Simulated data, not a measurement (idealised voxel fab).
voxel gate over fins: a process module
Displayed cross-section: cut, width of 205 nm, square cells sized 5 nm.
A cross-section is written here as square cells arranged in a grid, and it is given in bands from the top down, each band taking up one or more rows of cells. This entry defines a band. It first specifies the height of the band's top and the height of its bottom in nm, and then specifies the band's materials from left to right, stating each material with its width in nm. The word "throughout" identifies a single material that fills the band from edge to edge, while the word "blank" identifies empty space. Convention: height 0 is the level below which the wafer, as received, is all one material. The lowest band does not terminate at the bottom but continues downward, represented as "0 and below". A width such as "30 to 40" changes by the same amount from each row of cells to the next, from the band's top row to its bottom row. Take "nothing changed" at face value: in the step it is given for, the cross-section changed in none of its cells. Entry "Enclosed internal cavities". Content: empty spaces with no open connection to the top, size 8 cells or greater. Each: width x height at distance. Distance: from left edge. Unit: nm. Read whatever lies past the settings on a step's line as the simulator's own remark about the step. Regarding "overlay nm": on a step with a mask, it is the distance the mask lay to the right of its planned place; a negative value places it to the left.

Process steps (planned):
1. RECEIVE, material Si
2. CONFORMAL_DEP, material SiN, thk nm 5
3. DIRECTIONAL_DEP, material aC, thk nm 15
4. PATTERN, tone cover, mask id FINS, material resist, width nm 15, pitch nm 40, thk nm 30, overlay nm 0
5. DIRECTIONAL_ETCH, etch materials aC, depth nm 15
6. STRIP, etch materials resist
7. DIRECTIONAL_ETCH, etch materials SiN, depth nm 5
8. DIRECTIONAL_ETCH, etch materials Si, depth nm 30
9. STRIP, etch materials aC
10. FILL_DEP, material SiO2, thk nm 10
11. CMP, height nm 5
12. SELECTIVE_ETCH, etch materials SiO2, depth nm 20
13. STRIP, etch materials SiN
14. CONFORMAL_DEP, material HfO2, thk nm 5
15. CONFORMAL_DEP, material TiN, thk nm 5
16. CONFORMAL_DEP, material TiAl, thk nm 5
17. CONFORMAL_DEP, material TiN, thk nm 5
18. FILL_DEP, material W, thk nm 10
19. CMP, height nm 25
20. CONFORMAL_DEP, material SiCN, thk nm 5

Incoming wafer in cross-section (state: after step 1):
* 0 and below = Si throughout
* Enclosed internal cavities: none

Here's the cross-section of the first of our two wafers at the end of the module - it ran as planned:
* 30 down to 25 = SiCN throughout
* 25 down to 20 = W throughout
* 20 down to 15 = 15 nm W | 175 nm TiN | 15 nm W
* 15 down to 10 = 15 nm W | 5 nm TiN | 165 nm TiAl | 5 nm TiN | 15 nm W
* 10 down to 5 = 15 nm W | 5 nm TiN | 5 nm TiAl | 35 nm TiN | 5 nm TiAl | 35 nm TiN | 5 nm TiAl | 35 nm TiN | 5 nm TiAl | 35 nm TiN | 5 nm TiAl | 5 nm TiN | 15 nm W
* 5 down to 0 = 20 nm TiN | 5 nm TiAl | 5 nm TiN | 25 nm HfO2 | 5 nm TiN | 5 nm TiAl | 5 nm TiN | 25 nm HfO2 | 5 nm TiN | 5 nm TiAl | 5 nm TiN | 25 nm HfO2 | 5 nm TiN | 5 nm TiAl | 5 nm TiN | 25 nm HfO2 | 5 nm TiN | 5 nm TiAl | 20 nm TiN
* 0 down to -5 = 25 nm TiAl | 5 nm TiN | 5 nm HfO2 | 15 nm Si | 5 nm HfO2 | 5 nm TiN | 5 nm TiAl | 5 nm TiN | 5 nm HfO2 | 15 nm Si | 5 nm HfO2 | 5 nm TiN | 5 nm TiAl | 5 nm TiN | 5 nm HfO2 | 15 nm Si | 5 nm HfO2 | 5 nm TiN | 5 nm TiAl | 5 nm TiN | 5 nm HfO2 | 15 nm Si | 5 nm HfO2 | 5 nm TiN | 25 nm TiAl
* -5 down to -10 = 30 nm TiN | 5 nm HfO2 | 15 nm Si | 5 nm HfO2 | 15 nm TiN | 5 nm HfO2 | 15 nm Si | 5 nm HfO2 | 15 nm TiN | 5 nm HfO2 | 15 nm Si | 5 nm HfO2 | 15 nm TiN | 5 nm HfO2 | 15 nm Si | 5 nm HfO2 | 30 nm TiN
* -10 down to -15 = 35 nm HfO2 | 15 nm Si | 25 nm HfO2 | 15 nm Si | 25 nm HfO2 | 15 nm Si | 25 nm HfO2 | 15 nm Si | 35 nm HfO2
* -15 down to -30 = 35 nm SiO2 | 15 nm Si | 25 nm SiO2 | 15 nm Si | 25 nm SiO2 | 15 nm Si | 25 nm SiO2 | 15 nm Si | 35 nm SiO2
* -30 and below = Si throughout
* Enclosed internal cavities: none

This is the second of the two wafers, cross-sectioned at the end of the module; it started exactly like the first and was given the same plan, but it was run with one mistake:
* 30 down to 25 = SiCN throughout
* 25 down to 20 = W throughout
* 20 down to 15 = 10 nm W | 185 nm TiN | 10 nm W
* 15 down to 10 = 10 nm W | 5 nm TiN | 175 nm TiAl | 5 nm TiN | 10 nm W
* 10 down to 5 = 10 nm W | 5 nm TiN | 5 nm TiAl | 165 nm TiN | 5 nm TiAl | 5 nm TiN | 10 nm W
* 5 down to 0 = 15 nm TiN | 5 nm TiAl | 5 nm TiN | 35 nm HfO2 | 5 nm TiN | 35 nm HfO2 | 5 nm TiN | 35 nm HfO2 | 5 nm TiN | 35 nm HfO2 | 5 nm TiN | 5 nm TiAl | 15 nm TiN
* 0 down to -5 = 20 nm TiAl | 5 nm TiN | 5 nm HfO2 | 25 nm Si | 5 nm HfO2 | 5 nm TiN | 5 nm HfO2 | 25 nm Si | 5 nm HfO2 | 5 nm TiN | 5 nm HfO2 | 25 nm Si | 5 nm HfO2 | 5 nm TiN | 5 nm HfO2 | 25 nm Si | 5 nm HfO2 | 5 nm TiN | 20 nm TiAl
* -5 down to -10 = 25 nm TiN | 5 nm HfO2 | 25 nm Si | 5 nm HfO2 | 5 nm TiN | 5 nm HfO2 | 25 nm Si | 5 nm HfO2 | 5 nm TiN | 5 nm HfO2 | 25 nm Si | 5 nm HfO2 | 5 nm TiN | 5 nm HfO2 | 25 nm Si | 5 nm HfO2 | 25 nm TiN
* -10 down to -15 = 30 nm HfO2 | 25 nm Si | 15 nm HfO2 | 25 nm Si | 15 nm HfO2 | 25 nm Si | 15 nm HfO2 | 25 nm Si | 30 nm HfO2
* -15 down to -30 = 30 nm SiO2 | 25 nm Si | 15 nm SiO2 | 25 nm Si | 15 nm SiO2 | 25 nm Si | 15 nm SiO2 | 25 nm Si | 30 nm SiO2
* -30 and below = Si throughout
* Enclosed internal cavities: none
Where did the run depart from the plan? step 4 ran as: PATTERN, tone cover, mask id FINS, material resist, width nm 25, pitch nm 40, thk nm 30, overlay nm 0
Final difference in cells, second wafer against first, listed per material as more or fewer: Si: 48 more | SiO2: 24 fewer | TiAl: 9 fewer | TiN: 9 fewer | W: 6 fewer
